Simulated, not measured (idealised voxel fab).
process module | voxel transistor to metal
We display cut, a cross-section 295 nm in width whose square cells are each 5 nm.
A cross-section is written here as square cells arranged in a grid, and it is given in bands from the top down, each band taking up one or more rows of cells. The entry gives the band's vertical extent as a top height and a bottom height in nm, then its horizontal make-up as materials from left to right, each with a width in nm. "empty" stands for empty space; a single material marked "everywhere" fills the band edge to edge. Height datum 0, below which the as-received substrate wafer is one material. Lowest band open at the bottom, running downward: "0 -> down". So if you see something like "30 to 40" for the width, read it as the top row of the band sitting at the first number and the bottom row at the second, with every row in between moving by the same amount as the last. Take "remains unaltered" at face value: in the step it is given for, the cross-section changed in none of its cells. "Closed void table": empty spaces of 8 cells or more with no open way to the top, each given as width x height at distance, distance from the left edge, all in nm. Whatever follows a step's settings on its line is a remark the simulator itself makes about that step. "overlay nm" denotes, for a step that has a mask, the displacement of the mask to the right of its planned place, with negative values corresponding to the left. Read each pair as before and after one process step. The after cross-section shows only down to the lowest band that changed. The step between them and its settings are given below the pair. Pairs can come from different runs of this module on the same starting wafer. A pair continues from the pair above only where its "Ahead of processing" entry says so.
Ahead of processing
- 0 -> down  Si everywhere
- Closed void table: none
Sectional Result
- 5 -> 0  SiO2 everywhere
- Under the height 0 nothing was changed.
- Closed void table: none
The step carried out between the cross-section before it and the cross-section after it, both shown above, is op CONFORMAL_DEP | material SiO2 | thk nm 5
Ahead of processing: check the pair just above; its after cross-section is our before state.
Sectional Result
- 20 -> 5  SiN everywhere
- Under the height 5 nothing was changed.
- Closed void table: none
The step carried out between the cross-section before it and the cross-section after it, both shown above, is op CONFORMAL_DEP | material SiN | thk nm 15
Ahead of processing: check the pair just above; its after cross-section is our before state.
Sectional Result
- 40 -> 20  20 empty  110 resist  30 empty  110 resist  25 empty
- Under the height 20 nothing was changed.
- Closed void table: none
The step carried out between the cross-section before it and the cross-section after it, both shown above, is op PATTERN | tone cover | mask id ACTIVE | material resist | width nm 110 | pitch nm 140 | thk nm 20 | overlay nm 0
Ahead of processing: check the pair just above; its after cross-section is our before state.
Sectional Result
- 40 -> 20  20 empty  110 resist  30 empty  110 resist  25 empty
- 20 -> 5  20 empty  110 SiN  30 empty  110 SiN  25 empty
- Under the height 5 nothing was changed.
- Closed void table: none
The step carried out between the cross-section before it and the cross-section after it, both shown above, is op DIRECTIONAL_ETCH | etch materials SiN | depth nm 15
Ahead of processing: check the pair just above; its after cross-section is our before state.
Sectional Result
- 40 -> 20  20 empty  110 resist  30 empty  110 resist  25 empty
- 20 -> 5  20 empty  110 SiN  30 empty  110 SiN  25 empty
- 5 -> 0  20 empty  110 SiO2  30 empty  110 SiO2  25 empty
- Under the height 0 nothing was changed.
- Closed void table: none
The step carried out between the cross-section before it and the cross-section after it, both shown above, is op DIRECTIONAL_ETCH | etch materials SiO2 | depth nm 5
Ahead of processing: check the pair just above; its after cross-section is our before state.
Sectional Result
- 40 -> 20  20 empty  110 resist  30 empty  110 resist  25 empty
- 20 -> 5  20 empty  110 SiN  30 empty  110 SiN  25 empty
- 5 -> 0  20 empty  110 SiO2  30 empty  110 SiO2  25 empty
- 0 -> -35  20 empty  110 Si  30 empty  110 Si  25 empty
- Under the height -35 nothing was changed.
- Closed void table: none
The step carried out between the cross-section before it and the cross-section after it, both shown above, is op DIRECTIONAL_ETCH | etch materials Si | depth nm 35
Ahead of processing: check the pair just above; its after cross-section is our before state.
Sectional Result
- 20 -> 5  20 empty  110 SiN  30 empty  110 SiN  25 empty
- Under the height 5 nothing was changed.
- Closed void table: none
The step carried out between the cross-section before it and the cross-section after it, both shown above, is op STRIP | etch materials resist
Ahead of processing: check the pair just above; its after cross-section is our before state.
Sectional Result
- 20 -> 5  20 empty  110 SiN  30 empty  110 SiN  25 empty
- 5 -> 0  20 empty  110 SiO2  30 empty  110 SiO2  25 empty
- 0 -> -35  20 empty  5 SiO2  100 Si  5 SiO2  30 empty  5 SiO2  100 Si  5 SiO2  25 empty
- -35 -> -40  25 SiO2  100 Si  40 SiO2  100 Si  30 SiO2
- Under the height -40 nothing was changed.
- Closed void table: none
The step carried out between the cross-section before it and the cross-section after it, both shown above, is op OXIDIZE | depth nm 5
Ahead of processing: check the pair just above; its after cross-section is our before state.
Sectional Result
- 35 -> 20  SiO2 everywhere
- 20 -> 5  20 SiO2  110 SiN  30 SiO2  110 SiN  25 SiO2
- 5 -> 0  SiO2 everywhere
- 0 -> -40  25 SiO2  100 Si  40 SiO2  100 Si  30 SiO2
- Under the height -40 nothing was changed.
- Closed void table: none
The step carried out between the cross-section before it and the cross-section after it, both shown above, is op FILL_DEP | material SiO2 | thk nm 15
Ahead of processing: check the pair just above; its after cross-section is our before state.
Sectional Result
- 20 -> 5  20 SiO2  110 SiN  30 SiO2  110 SiN  25 SiO2
- Under the height 5 nothing was changed.
- Closed void table: none
The step carried out between the cross-section before it and the cross-section after it, both shown above, is op CMP | height nm 20
Ahead of processing: check the pair just above; its after cross-section is our before state.
Sectional Result
- 20 -> 10  20 empty  110 SiN  30 empty  110 SiN  25 empty
- Under the height 10 nothing was changed.
- Closed void table: none
The step carried out between the cross-section before it and the cross-section after it, both shown above, is op SELECTIVE_ETCH | etch materials SiO2 | depth nm 10
Ahead of processing: check the pair just above; its after cross-section is our before state.
Sectional Result
- 10 -> 5  20 SiO2  110 empty  30 SiO2  110 empty  25 SiO2
- Under the height 5 nothing was changed.
- Closed void table: none
The step carried out between the cross-section before it and the cross-section after it, both shown above, is op STRIP | etch materials SiN
Ahead of processing: check the pair just above; its after cross-section is our before state.
Sectional Result
- 5 -> 0  15 SiO2  120 empty  20 SiO2  120 empty  20 SiO2
- Under the height 0 nothing was changed.
- Closed void table: none
The step carried out between the cross-section before it and the cross-section after it, both shown above, is op SELECTIVE_ETCH | etch materials SiO2 | depth nm 5
Ahead of processing: check the pair just above; its after cross-section is our before state.
Sectional Result
- 5 -> 0  15 SiO2  120 empty  20 SiO2  120 empty  20 SiO2
- 0 -> -5  SiO2 everywhere
- Under the height -5 nothing was changed.
- Closed void table: none
The step carried out between the cross-section before it and the cross-section after it, both shown above, is op OXIDIZE | depth nm 5
Ahead of processing: check the pair just above; its after cross-section is our before state.
Sectional Result
- 35 -> 30  15 polySi  120 empty  20 polySi  120 empty  20 polySi
- 30 -> 5  polySi everywhere
- 5 -> 0  15 SiO2  120 polySi  20 SiO2  120 polySi  20 SiO2
- Under the height 0 nothing was changed.
- Closed void table: none
The step carried out between the cross-section before it and the cross-section after it, both shown above, is op DIRECTIONAL_DEP | material polySi | thk nm 30
Ahead of processing: check the pair just above; its after cross-section is our before state.
Sectional Result
- 50 -> 45  15 SiCN  120 empty  20 SiCN  120 empty  20 SiCN
- 45 -> 35  SiCN everywhere
- 35 -> 30  15 polySi  120 SiCN  20 polySi  120 SiCN  20 polySi
- Under the height 30 nothing was changed.
- Closed void table: none
The step carried out between the cross-section before it and the cross-section after it, both shown above, is op DIRECTIONAL_DEP | material SiCN | thk nm 15
Ahead of processing: check the pair just above; its after cross-section is our before state.
Sectional Result
- 45 -> 35  65 empty  20 SiCN  120 empty  20 SiCN  70 empty
- 35 -> 30  15 polySi  50 empty  20 SiCN  50 empty  20 polySi  50 empty  20 SiCN  50 empty  20 polySi
- Under the height 30 nothing was changed.
- Closed void table: none
The step carried out between the cross-section before it and the cross-section after it, both shown above, is op MASKED_ETCH | tone cover | mask id GATE | width nm 20 | pitch nm 140 | etch materials SiCN | depth nm 25 | overlay nm 0
Ahead of processing: check the pair just above; its after cross-section is our before state.
Sectional Result
- 45 -> 30  65 empty  20 SiCN  120 empty  20 SiCN  70 empty
- 30 -> 5  65 empty  20 polySi  120 empty  20 polySi  70 empty
- 5 -> 0  15 SiO2  50 empty  20 polySi  50 empty  20 SiO2  50 empty  20 polySi  50 empty  20 SiO2
- Under the height 0 nothing was changed.
- Closed void table: none
The step carried out between the cross-section before it and the cross-section after it, both shown above, is op MASKED_ETCH | tone cover | mask id GATE | width nm 20 | pitch nm 140 | etch materials polySi | depth nm 40 | overlay nm 0
Ahead of processing: check the pair just above; its after cross-section is our before state.
Sectional Result
- 50 -> 45  60 empty  30 SiO2  110 empty  30 SiO2  65 empty
- 45 -> 30  60 empty  5 SiO2  20 SiCN  5 SiO2  110 empty  5 SiO2  20 SiCN  5 SiO2  65 empty
- 30 -> 10  60 empty  5 SiO2  20 polySi  5 SiO2  110 empty  5 SiO2  20 polySi  5 SiO2  65 empty
- 10 -> 5  20 SiO2  40 empty  5 SiO2  20 polySi  5 SiO2  40 empty  30 SiO2  40 empty  5 SiO2  20 polySi  5 SiO2  40 empty  25 SiO2
- 5 -> 0  65 SiO2  20 polySi  120 SiO2  20 polySi  70 SiO2
- Under the height 0 nothing was changed.
- Closed void table: none
The step carried out between the cross-section before it and the cross-section after it, both shown above, is op CONFORMAL_DEP | material SiO2 | thk nm 5
Ahead of processing: check the pair just above; its after cross-section is our before state.
Sectional Result
- 45 -> 30  60 empty  5 SiO2  20 SiCN  5 SiO2  110 empty  5 SiO2  20 SiCN  5 SiO2  65 empty
- 30 -> 5  60 empty  5 SiO2  20 polySi  5 SiO2  110 empty  5 SiO2  20 polySi  5 SiO2  65 empty
- 5 -> 0  20 SiO2  40 empty  5 SiO2  20 polySi  5 SiO2  40 empty  30 SiO2  40 empty  5 SiO2  20 polySi  5 SiO2  40 empty  25 SiO2
- Under the height 0 nothing was changed.
- Closed void table: none
The step carried out between the cross-section before it and the cross-section after it, both shown above, is op DIRECTIONAL_ETCH | etch materials SiO2 | depth nm 5
Ahead of processing: check the pair just above; its after cross-section is our before state.
Sectional Result
- 50 -> 45  55 empty  40 SiN  100 empty  40 SiN  60 empty
- 45 -> 30  55 empty  5 SiN  5 SiO2  20 SiCN  5 SiO2  5 SiN  100 empty  5 SiN  5 SiO2  20 SiCN  5 SiO2  5 SiN  60 empty
- 30 -> 10  55 empty  5 SiN  5 SiO2  20 polySi  5 SiO2  5 SiN  100 empty  5 SiN  5 SiO2  20 polySi  5 SiO2  5 SiN  60 empty
- 10 -> 5  25 SiN  30 empty  5 SiN  5 SiO2  20 polySi  5 SiO2  5 SiN  30 empty  40 SiN  30 empty  5 SiN  5 SiO2  20 polySi  5 SiO2  5 SiN  30 empty  30 SiN
- 5 -> 0  20 SiO2  40 SiN  5 SiO2  20 polySi  5 SiO2  40 SiN  30 SiO2  40 SiN  5 SiO2  20 polySi  5 SiO2  40 SiN  25 SiO2
- Under the height 0 nothing was changed.
- Closed void table: none
The step carried out between the cross-section before it and the cross-section after it, both shown above, is op CONFORMAL_DEP | material SiN | thk nm 5
Ahead of processing: check the pair just above; its after cross-section is our before state.
Sectional Result
- 45 -> 30  55 empty  5 SiN  5 SiO2  20 SiCN  5 SiO2  5 SiN  100 empty  5 SiN  5 SiO2  20 SiCN  5 SiO2  5 SiN  60 empty
- 30 -> 5  55 empty  5 SiN  5 SiO2  20 polySi  5 SiO2  5 SiN  100 empty  5 SiN  5 SiO2  20 polySi  5 SiO2  5 SiN  60 empty
- 5 -> 0  20 SiO2  5 SiN  30 empty  5 SiN  5 SiO2  20 polySi  5 SiO2  5 SiN  30 empty  5 SiN  30 SiO2  5 SiN  30 empty  5 SiN  5 SiO2  20 polySi  5 SiO2  5 SiN  30 empty  5 SiN  25 SiO2
- Under the height 0 nothing was changed.
- Closed void table: none
The step carried out between the cross-section before it and the cross-section after it, both shown above, is op DIRECTIONAL_ETCH | etch materials SiN | depth nm 5
Ahead of processing: check the pair just above; its after cross-section is our before state.
Sectional Result
- 45 -> 40  55 empty  5 SiN  5 empty  20 SiCN  5 empty  5 SiN  100 empty  5 SiN  5 empty  20 SiCN  5 empty  5 SiN  60 empty
- 40 -> 30  55 empty  5 SiN  5 SiO2  20 SiCN  5 SiO2  5 SiN  100 empty  5 SiN  5 SiO2  20 SiCN  5 SiO2  5 SiN  60 empty
- 30 -> 5  55 empty  5 SiN  5 SiO2  20 polySi  5 SiO2  5 SiN  100 empty  5 SiN  5 SiO2  20 polySi  5 SiO2  5 SiN  60 empty
- 5 -> 0  20 empty  5 SiN  30 empty  5 SiN  5 SiO2  20 polySi  5 SiO2  5 SiN  30 empty  5 SiN  30 empty  5 SiN  30 empty  5 SiN  5 SiO2  20 polySi  5 SiO2  5 SiN  30 empty  5 SiN  25 empty
- 0 -> -5  25 SiO2  30 empty  40 SiO2  30 empty  40 SiO2  30 empty  40 SiO2  30 empty  30 SiO2
- Under the height -5 nothing was changed.
- Closed void table: none
The step carried out between the cross-section before it and the cross-section after it, both shown above, is op DIRECTIONAL_ETCH | etch materials SiO2 | depth nm 5
Ahead of processing: check the pair just above; its after cross-section is our before state.
Sectional Result
- 45 -> 40  55 empty  5 SiN  5 empty  20 SiCN  5 empty  5 SiN  100 empty  5 SiN  5 empty  20 SiCN  5 empty  5 SiN  60 empty
- 40 -> 30  55 empty  5 SiN  5 SiO2  20 SiCN  5 SiO2  5 SiN  100 empty  5 SiN  5 SiO2  20 SiCN  5 SiO2  5 SiN  60 empty
- 30 -> 5  55 empty  5 SiN  5 SiO2  20 polySi  5 SiO2  5 SiN  100 empty  5 SiN  5 SiO2  20 polySi  5 SiO2  5 SiN  60 empty
- 5 -> 0  20 empty  5 SiN  30 empty  5 SiN  5 SiO2  20 polySi  5 SiO2  5 SiN  30 empty  5 SiN  30 empty  5 SiN  30 empty  5 SiN  5 SiO2  20 polySi  5 SiO2  5 SiN  30 empty  5 SiN  25 empty
- 0 -> -5  25 SiO2  30 nSi  40 SiO2  30 nSi  40 SiO2  30 nSi  40 SiO2  30 nSi  30 SiO2
- Under the height -5 nothing was changed.
- Closed void table: none
The step carried out between the cross-section before it and the cross-section after it, both shown above, is op EPI | material nSi | thk nm 5
Ahead of processing: check the pair just above; its after cross-section is our before state.
Sectional Result
- 50 -> 45  SiO2 everywhere
- 45 -> 30  55 SiO2  5 SiN  5 SiO2  20 SiCN  5 SiO2  5 SiN  100 SiO2  5 SiN  5 SiO2  20 SiCN  5 SiO2  5 SiN  60 SiO2
- 30 -> 5  55 SiO2  5 SiN  5 SiO2  20 polySi  5 SiO2  5 SiN  100 SiO2  5 SiN  5 SiO2  20 polySi  5 SiO2  5 SiN  60 SiO2
- 5 -> 0  20 SiO2  5 SiN  30 SiO2  5 SiN  5 SiO2  20 polySi  5 SiO2  5 SiN  30 SiO2  5 SiN  30 SiO2  5 SiN  30 SiO2  5 SiN  5 SiO2  20 polySi  5 SiO2  5 SiN  30 SiO2  5 SiN  25 SiO2
- Under the height 0 nothing was changed.
- Closed void table: none
The step carried out between the cross-section before it and the cross-section after it, both shown above, is op FILL_DEP | material SiO2 | thk nm 5
Ahead of processing: check the pair just above; its after cross-section is our before state.
Sectional Result
- 45 -> 30  55 SiO2  5 SiN  5 SiO2  20 SiCN  5 SiO2  5 SiN  100 SiO2  5 SiN  5 SiO2  20 SiCN  5 SiO2  5 SiN  60 SiO2
- Under the height 30 nothing was changed.
- Closed void table: none
The step carried out between the cross-section before it and the cross-section after it, both shown above, is op CMP | height nm 45
Ahead of processing: check the pair just above; its after cross-section is our before state.
Sectional Result
- 60 -> 45  SiO2 everywhere
- Under the height 45 nothing was changed.
- Closed void table: none
The step carried out between the cross-section before it and the cross-section after it, both shown above, is op DIRECTIONAL_DEP | material SiO2 | thk nm 15
Ahead of processing: check the pair just above; its after cross-section is our before state.
Sectional Result
- 75 -> 60  25 resist  35 empty  30 resist  35 empty  40 resist  35 empty  30 resist  35 empty  30 resist
- Under the height 60 nothing was changed.
- Closed void table: none
The step carried out between the cross-section before it and the cross-section after it, both shown above, is op PATTERN | tone open | mask id CONTACT | material resist | width nm 35 | thk nm 15 | overlay nm 0
Ahead of processing: check the pair just above; its after cross-section is our before state.
Sectional Result
- 75 -> 60  25 resist  35 empty  30 resist  35 empty  40 resist  35 empty  30 resist  35 empty  30 resist
- 60 -> 45  25 SiO2  35 empty  30 SiO2  35 empty  40 SiO2  35 empty  30 SiO2  35 empty  30 SiO2
- 45 -> 30  25 SiO2  30 empty  5 SiN  5 SiO2  20 SiCN  5 SiO2  5 SiN  30 empty  40 SiO2  30 empty  5 SiN  5 SiO2  20 SiCN  5 SiO2  5 SiN  30 empty  30 SiO2
- 30 -> 5  25 SiO2  30 empty  5 SiN  5 SiO2  20 polySi  5 SiO2  5 SiN  30 empty  40 SiO2  30 empty  5 SiN  5 SiO2  20 polySi  5 SiO2  5 SiN  30 empty  30 SiO2
- 5 -> 0  20 SiO2  5 SiN  30 empty  5 SiN  5 SiO2  20 polySi  5 SiO2  5 SiN  30 empty  5 SiN  30 SiO2  5 SiN  30 empty  5 SiN  5 SiO2  20 polySi  5 SiO2  5 SiN  30 empty  5 SiN  25 SiO2
- Under the height 0 nothing was changed.
- Closed void table: none
The step carried out between the cross-section before it and the cross-section after it, both shown above, is op DIRECTIONAL_ETCH | etch materials SiO2 | depth nm 60
Ahead of processing: check the pair just above; its after cross-section is our before state.
Sectional Result
- 60 -> 45  25 SiO2  35 empty  30 SiO2  35 empty  40 SiO2  35 empty  30 SiO2  35 empty  30 SiO2
- Under the height 45 nothing was changed.
- Closed void table: none
The step carried out between the cross-section before it and the cross-section after it, both shown above, is op STRIP | etch materials resist
Ahead of processing: check the pair just above; its after cross-section is our before state.
Sectional Result
- 65 -> 60  30 TiN  25 empty  40 TiN  25 empty  50 TiN  25 empty  40 TiN  25 empty  35 TiN
- 60 -> 50  25 SiO2  5 TiN  25 empty  5 TiN  30 SiO2  5 TiN  25 empty  5 TiN  40 SiO2  5 TiN  25 empty  5 TiN  30 SiO2  5 TiN  25 empty  5 TiN  30 SiO2
- 50 -> 45  25 SiO2  5 TiN  20 empty  10 TiN  30 SiO2  10 TiN  20 empty  5 TiN  40 SiO2  5 TiN  20 empty  10 TiN  30 SiO2  10 TiN  20 empty  5 TiN  30 SiO2
- 45 -> 30  25 SiO2  5 TiN  20 empty  5 TiN  5 SiN  5 SiO2  20 SiCN  5 SiO2  5 SiN  5 TiN  20 empty  5 TiN  40 SiO2  5 TiN  20 empty  5 TiN  5 SiN  5 SiO2  20 SiCN  5 SiO2  5 SiN  5 TiN  20 empty  5 TiN  30 SiO2
- 30 -> 5  25 SiO2  5 TiN  20 empty  5 TiN  5 SiN  5 SiO2  20 polySi  5 SiO2  5 SiN  5 TiN  20 empty  5 TiN  40 SiO2  5 TiN  20 empty  5 TiN  5 SiN  5 SiO2  20 polySi  5 SiO2  5 SiN  5 TiN  20 empty  5 TiN  30 SiO2
- 5 -> 0  20 SiO2  5 SiN  30 TiN  5 SiN  5 SiO2  20 polySi  5 SiO2  5 SiN  30 TiN  5 SiN  30 SiO2  5 SiN  30 TiN  5 SiN  5 SiO2  20 polySi  5 SiO2  5 SiN  30 TiN  5 SiN  25 SiO2
- Under the height 0 nothing was changed.
- Closed void table: none
The step carried out between the cross-section before it and the cross-section after it, both shown above, is op CONFORMAL_DEP | material TiN | thk nm 5
Ahead of processing: check the pair just above; its after cross-section is our before state.
Sectional Result
- 70 -> 65  Ru everywhere
- 65 -> 60  30 TiN  25 Ru  40 TiN  25 Ru  50 TiN  25 Ru  40 TiN  25 Ru  35 TiN
- 60 -> 50  25 SiO2  5 TiN  25 Ru  5 TiN  30 SiO2  5 TiN  25 Ru  5 TiN  40 SiO2  5 TiN  25 Ru  5 TiN  30 SiO2  5 TiN  25 Ru  5 TiN  30 SiO2
- 50 -> 45  25 SiO2  5 TiN  20 Ru  10 TiN  30 SiO2  10 TiN  20 Ru  5 TiN  40 SiO2  5 TiN  20 Ru  10 TiN  30 SiO2  10 TiN  20 Ru  5 TiN  30 SiO2
- 45 -> 30  25 SiO2  5 TiN  20 Ru  5 TiN  5 SiN  5 SiO2  20 SiCN  5 SiO2  5 SiN  5 TiN  20 Ru  5 TiN  40 SiO2  5 TiN  20 Ru  5 TiN  5 SiN  5 SiO2  20 SiCN  5 SiO2  5 SiN  5 TiN  20 Ru  5 TiN  30 SiO2
- 30 -> 5  25 SiO2  5 TiN  20 Ru  5 TiN  5 SiN  5 SiO2  20 polySi  5 SiO2  5 SiN  5 TiN  20 Ru  5 TiN  40 SiO2  5 TiN  20 Ru  5 TiN  5 SiN  5 SiO2  20 polySi  5 SiO2  5 SiN  5 TiN  20 Ru  5 TiN  30 SiO2
- Under the height 5 nothing was changed.
- Closed void table: none
The step carried out between the cross-section before it and the cross-section after it, both shown above, is op FILL_DEP | material Ru | thk nm 5
Ahead of processing: check the pair just above; its after cross-section is our before state.
Sectional Result
- 60 -> 50  25 SiO2  5 TiN  25 Ru  5 TiN  30 SiO2  5 TiN  25 Ru  5 TiN  40 SiO2  5 TiN  25 Ru  5 TiN  30 SiO2  5 TiN  25 Ru  5 TiN  30 SiO2
- Under the height 50 nothing was changed.
- Closed void table: none
The step carried out between the cross-section before it and the cross-section after it, both shown above, is op CMP | height nm 60
Ahead of processing: check the pair just above; its after cross-section is our before state.
Sectional Result
- 65 -> 60  TiN everywhere
- Under the height 60 nothing was changed.
- Closed void table: none
The step carried out between the cross-section before it and the cross-section after it, both shown above, is op DIRECTIONAL_DEP | material TiN | thk nm 5
Ahead of processing: check the pair just above; its after cross-section is our before state.
Sectional Result
- 80 -> 65  Ru everywhere
- Under the height 65 nothing was changed.
- Closed void table: none
The step carried out between the cross-section before it and the cross-section after it, both shown above, is op DIRECTIONAL_DEP | material Ru | thk nm 15
Ahead of processing: check the pair just above; its after cross-section is our before state.
Sectional Result
- 80 -> 65  25 empty  20 Ru  60 empty  20 Ru  40 empty  20 Ru  60 empty  20 Ru  30 empty
- Under the height 65 nothing was changed.
- Closed void table: none
The step carried out between the cross-section before it and the cross-section after it, both shown above, is op MASKED_ETCH | tone cover | mask id METAL_1 | width nm 20 | etch materials Ru | depth nm 15 | overlay nm 0
Ahead of processing: check the pair just above; its after cross-section is our before state.
Sectional Result
- 80 -> 65  25 empty  20 Ru  60 empty  20 Ru  40 empty  20 Ru  60 empty  20 Ru  30 empty
- 65 -> 60  25 empty  20 TiN  60 empty  20 TiN  40 empty  20 TiN  60 empty  20 TiN  30 empty
- Under the height 60 nothing was changed.
- Closed void table: none
The step carried out between the cross-section before it and the cross-section after it, both shown above, is op MASKED_ETCH | tone cover | mask id METAL_1 | width nm 20 | etch materials TiN | depth nm 5 | overlay nm 0
Ahead of processing: check the pair just above; its after cross-section is our before state.
Sectional Result
- 85 -> 80  SiO2 everywhere
- 80 -> 65  25 SiO2  20 Ru  60 SiO2  20 Ru  40 SiO2  20 Ru  60 SiO2  20 Ru  30 SiO2
- 65 -> 60  25 SiO2  20 TiN  60 SiO2  20 TiN  40 SiO2  20 TiN  60 SiO2  20 TiN  30 SiO2
- Under the height 60 nothing was changed.
- Closed void table: none
The step carried out between the cross-section before it and the cross-section after it, both shown above, is op FILL_DEP | material SiO2 | thk nm 5
Ahead of processing: check the pair just above; its after cross-section is our before state.
Sectional Result
- 80 -> 65  25 SiO2  20 Ru  60 SiO2  20 Ru  40 SiO2  20 Ru  60 SiO2  20 Ru  30 SiO2
- Under the height 65 nothing was changed.
- Closed void table: none
The step carried out between the cross-section before it and the cross-section after it, both shown above, is op CMP | height nm 80
Ahead of processing: check the pair just above; its after cross-section is our before state.
Sectional Result
- 85 -> 80  SiCN everywhere
- Under the height 80 nothing was changed.
- Closed void table: none
The step carried out between the cross-section before it and the cross-section after it, both shown above, is op CONFORMAL_DEP | material SiCN | thk nm 5
Ahead of processing: check the pair just above; its after cross-section is our before state.
Sectional Result
- 115 -> 85  lowk everywhere
- Under the height 85 nothing was changed.
- Closed void table: none
The step carried out between the cross-section before it and the cross-section after it, both shown above, is op DIRECTIONAL_DEP | material lowk | thk nm 30
Ahead of processing: check the pair just above; its after cross-section is our before state.
Sectional Result
- 125 -> 115  aC everywhere
- Under the height 115 nothing was changed.
- Closed void table: none
The step carried out between the cross-section before it and the cross-section after it, both shown above, is op DIRECTIONAL_DEP | material aC | thk nm 10
Ahead of processing: check the pair just above; its after cross-section is our before state.
Sectional Result
- 155 -> 125  25 resist  20 empty  120 resist  20 empty  110 resist
- Under the height 125 nothing was changed.
- Closed void table: none
The step carried out between the cross-section before it and the cross-section after it, both shown above, is op PATTERN | tone open | mask id METAL_2 | material resist | width nm 20 | pitch nm 140 | thk nm 30 | overlay nm 0
Ahead of processing: check the pair just above; its after cross-section is our before state.
Sectional Result
- 145 -> 125  25 resist  20 empty  120 resist  20 empty  110 resist
- 125 -> 115  25 aC  20 empty  120 aC  20 empty  110 aC
- Under the height 115 nothing was changed.
- Closed void table: none
The step carried out between the cross-section before it and the cross-section after it, both shown above, is op DIRECTIONAL_ETCH | etch materials aC | depth nm 10
Ahead of processing: check the pair just above; its after cross-section is our before state.
Sectional Result
- 125 -> 115  25 aC  20 empty  120 aC  20 empty  110 aC
- Under the height 115 nothing was changed.
- Closed void table: none
The step carried out between the cross-section before it and the cross-section after it, both shown above, is op STRIP | etch materials resist
Ahead of processing: check the pair just above; its after cross-section is our before state.
Sectional Result
- 125 -> 115  25 aC  20 empty  120 aC  20 empty  110 aC
- 115 -> 100  25 lowk  20 empty  120 lowk  20 empty  110 lowk
- Under the height 100 nothing was changed.
- Closed void table: none
The step carried out between the cross-section before it and the cross-section after it, both shown above, is op DIRECTIONAL_ETCH | etch materials lowk | depth nm 15
Ahead of processing: check the pair just above; its after cross-section is our before state.
Sectional Result
- 115 -> 100  25 lowk  20 empty  120 lowk  20 empty  110 lowk
- Under the height 100 nothing was changed.
- Closed void table: none
The step carried out between the cross-section before it and the cross-section after it, both shown above, is op STRIP | etch materials aC
Ahead of processing: check the pair just above; its after cross-section is our before state.
Sectional Result
- 130 -> 115  25 resist  15 empty  125 resist  15 empty  115 resist
- 115 -> 100  25 lowk  15 empty  5 resist  120 lowk  15 empty  5 resist  110 lowk
- Under the height 100 nothing was changed.
- Closed void table: none
The step carried out between the cross-section before it and the cross-section after it, both shown above, is op PATTERN | tone open | mask id METAL_2_HOLES | material resist | width nm 15 | pitch nm 140 | thk nm 15 | overlay nm 0
Ahead of processing: check the pair just above; its after cross-section is our before state.
Sectional Result
- 130 -> 115  25 resist  15 empty  125 resist  15 empty  115 resist
- 115 -> 100  25 lowk  15 empty  5 resist  120 lowk  15 empty  5 resist  110 lowk
- 100 -> 85  25 lowk  15 empty  125 lowk  15 empty  115 lowk
- Under the height 85 nothing was changed.
- Closed void table: none
The step carried out between the cross-section before it and the cross-section after it, both shown above, is op DIRECTIONAL_ETCH | etch materials lowk | depth nm 15
Ahead of processing: check the pair just above; its after cross-section is our before state.
Sectional Result
- 130 -> 115  25 resist  15 empty  125 resist  15 empty  115 resist
- 115 -> 100  25 lowk  15 empty  5 resist  120 lowk  15 empty  5 resist  110 lowk
- 100 -> 85  25 lowk  15 empty  125 lowk  15 empty  115 lowk
- 85 -> 80  25 SiCN  15 empty  125 SiCN  15 empty  115 SiCN
- Under the height 80 nothing was changed.
- Closed void table: none
The step carried out between the cross-section before it and the cross-section after it, both shown above, is op DIRECTIONAL_ETCH | etch materials SiCN | depth nm 5
Ahead of processing: check the pair just above; its after cross-section is our before state.
Sectional Result
- 115 -> 100  25 lowk  20 empty  120 lowk  20 empty  110 lowk
- Under the height 100 nothing was changed.
- Closed void table: none
The step carried out between the cross-section before it and the cross-section after it, both shown above, is op STRIP | etch materials resist
Ahead of processing: check the pair just above; its after cross-section is our before state.
Sectional Result
- 120 -> 115  30 TiN  10 empty  130 TiN  10 empty  115 TiN
- 115 -> 105  25 lowk  5 TiN  10 empty  5 TiN  120 lowk  5 TiN  10 empty  5 TiN  110 lowk
- 105 -> 100  25 lowk  5 TiN  5 empty  10 TiN  120 lowk  5 TiN  5 empty  10 TiN  110 lowk
- 100 -> 85  25 lowk  5 TiN  5 empty  5 TiN  125 lowk  5 TiN  5 empty  5 TiN  115 lowk
- 85 -> 80  25 SiCN  15 TiN  125 SiCN  15 TiN  115 SiCN
- Under the height 80 nothing was changed.
- Closed void table: none
The step carried out between the cross-section before it and the cross-section after it, both shown above, is op CONFORMAL_DEP | material TiN | thk nm 5
Ahead of processing: check the pair just above; its after cross-section is our before state.
Sectional Result
- 130 -> 120  Ru everywhere
- 120 -> 115  30 TiN  10 Ru  130 TiN  10 Ru  115 TiN
- 115 -> 105  25 lowk  5 TiN  10 Ru  5 TiN  120 lowk  5 TiN  10 Ru  5 TiN  110 lowk
- 105 -> 100  25 lowk  5 TiN  5 Ru  10 TiN  120 lowk  5 TiN  5 Ru  10 TiN  110 lowk
- 100 -> 85  25 lowk  5 TiN  5 Ru  5 TiN  125 lowk  5 TiN  5 Ru  5 TiN  115 lowk
- Under the height 85 nothing was changed.
- Closed void table: none
The step carried out between the cross-section before it and the cross-section after it, both shown above, is op FILL_DEP | material Ru | thk nm 10
Ahead of processing: check the pair just above; its after cross-section is our before state.
Sectional Result
- 115 -> 105  25 lowk  5 TiN  10 Ru  5 TiN  120 lowk  5 TiN  10 Ru  5 TiN  110 lowk
- Under the height 105 nothing was changed.
- Closed void table: none
The step carried out between the cross-section before it and the cross-section after it, both shown above, is op CMP | height nm 115
Ahead of processing: check the pair just above; its after cross-section is our before state.
Sectional Result
- 120 -> 115  SiN everywhere
- Under the height 115 nothing was changed.
- Closed void table: none
The step carried out between the cross-section before it and the cross-section after it, both shown above, is op CONFORMAL_DEP | material SiN | thk nm 5
